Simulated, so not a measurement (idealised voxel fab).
Process module in this document: voxel self aligned contacts
The cross-section on display is named cut; it measures 205 nm wide, and its cells are 5 nm squares.
In what follows, cross-sections appear as grids of square cells, described through bands that run from the top down, where every band is one or more rows of cells.
Each band's line starts with the height of the band's top and of its bottom, in nm. Then come its materials from left to right, each with its width in nm. One material with "everywhere" fills the band from edge to edge. "air" is empty space.
Height reference: 0 = level under which incoming wafer is all one material. Lowest band: no bottom, runs on downward, e.g. "top 0, no bottom".
Width spec "30->40" -> top row of cells at first value, bottom row at second value, equal per-row change in between.
Reading "no alteration" for a step: not a cell of the cross-section changed in it.
"Completely sealed voids": empty spaces of 8 cells or more with no open way to the top, each given as width x height at distance, distance from the left edge, all in nm.
Where a step's line continues beyond its settings, the continuation is a remark by the simulator itself on that step.
If you see "overlay nm" on a step's line and that step has a mask, it's telling you how far right of where it was planned the mask ended up; a negative number means it went left instead.

These are the steps we planned for the process:
1) RECEIVE, material Si
2) OXIDIZE, depth nm 5
3) DIRECTIONAL_DEP, material polySi, thk nm 30
4) DIRECTIONAL_DEP, material SiN, thk nm 20
5) PATTERN, tone cover, mask id GATE, material resist, width nm 35, pitch nm 65, thk nm 20, overlay nm -5
6) DIRECTIONAL_ETCH, etch materials SiN, depth nm 20
7) DIRECTIONAL_ETCH, etch materials polySi, depth nm 30
8) STRIP, etch materials resist
9) CONFORMAL_DEP, material SiN, thk nm 5
10) DIRECTIONAL_ETCH, etch materials SiN, depth nm 5
11) FILL_DEP, material SiO2, thk nm 15
12) CMP, height nm 55
13) MASKED_ETCH, tone open, mask id CONTACT, width nm 50, pitch nm 65, etch materials SiO2, depth nm 60, overlay nm 0
14) CONFORMAL_DEP, material TiN, thk nm 5
15) FILL_DEP, material W, thk nm 5
16) CMP, height nm 55
17) CONFORMAL_DEP, material SiCN, thk nm 5
For clarity, it should be stated that the wafers under discussion commence in an identical condition and differ with respect to the overlay nm of step 5, the plan indicating the value that the first wafer had.

First of several wafers (as received, post step 1), cross-sectional view:
- top 0, no bottom = Si everywhere
- Completely sealed voids: none

Take a look at the first of several wafers in cross-section: the module is done, and step 17 was its last step:
- top 60, bottom 55 = SiCN everywhere
- top 55, bottom 50 = 45 of SiO2 | 15 of TiN | 10 of W | 25 of TiN | 15 of SiO2 | 15 of TiN | 10 of W | 25 of TiN | 45 of SiO2
- top 50, bottom 30 = 10 of SiO2 | 45 of SiN | 5 of TiN | 10 of W | 5 of TiN | 45 of SiN | 5 of TiN | 10 of W | 5 of TiN | 45 of SiN | 20 of SiO2
- top 30, bottom 0 = 10 of SiO2 | 5 of SiN | 35 of polySi | 5 of SiN | 5 of TiN | 10 of W | 5 of TiN | 5 of SiN | 35 of polySi | 5 of SiN | 5 of TiN | 10 of W | 5 of TiN | 5 of SiN | 35 of polySi | 5 of SiN | 20 of SiO2
- top 0, bottom -5 = 55 of SiO2 | 20 of TiN | 45 of SiO2 | 20 of TiN | 65 of SiO2
- top -5, no bottom = Si everywhere
- Completely sealed voids: none

So this is the cross-section on the last wafer at the end of the module:
- top 60, bottom 55 = SiCN everywhere
- top 55, bottom 50 = 45 of SiO2 | 25 of TiN | 10 of W | 15 of TiN | 15 of SiO2 | 25 of TiN | 10 of W | 15 of TiN | 45 of SiO2
- top 50, bottom 30 = 20 of SiO2 | 45 of SiN | 5 of TiN | 10 of W | 5 of TiN | 45 of SiN | 5 of TiN | 10 of W | 5 of TiN | 45 of SiN | 10 of SiO2
- top 30, bottom 0 = 20 of SiO2 | 5 of SiN | 35 of polySi | 5 of SiN | 5 of TiN | 10 of W | 5 of TiN | 5 of SiN | 35 of polySi | 5 of SiN | 5 of TiN | 10 of W | 5 of TiN | 5 of SiN | 35 of polySi | 5 of SiN | 10 of SiO2
- top 0, bottom -5 = 65 of SiO2 | 20 of TiN | 45 of SiO2 | 20 of TiN | 55 of SiO2
- top -5, no bottom = Si everywhere
- Completely sealed voids: none

Each wafer at the end: cells of each material gained (+) or lost (-) since it was received, then its closed voids:
overlay nm -5; -41 Si; +41 SiCN; +144 SiN; +114 SiO2; +64 TiN; +44 W; +126 polySi; Completely sealed voids: none
overlay nm 0; -41 Si; +41 SiCN; +144 SiN; +114 SiO2; +64 TiN; +44 W; +126 polySi; Completely sealed voids: none
overlay nm 5; -41 Si; +41 SiCN; +144 SiN; +114 SiO2; +64 TiN; +44 W; +126 polySi; Completely sealed voids: none
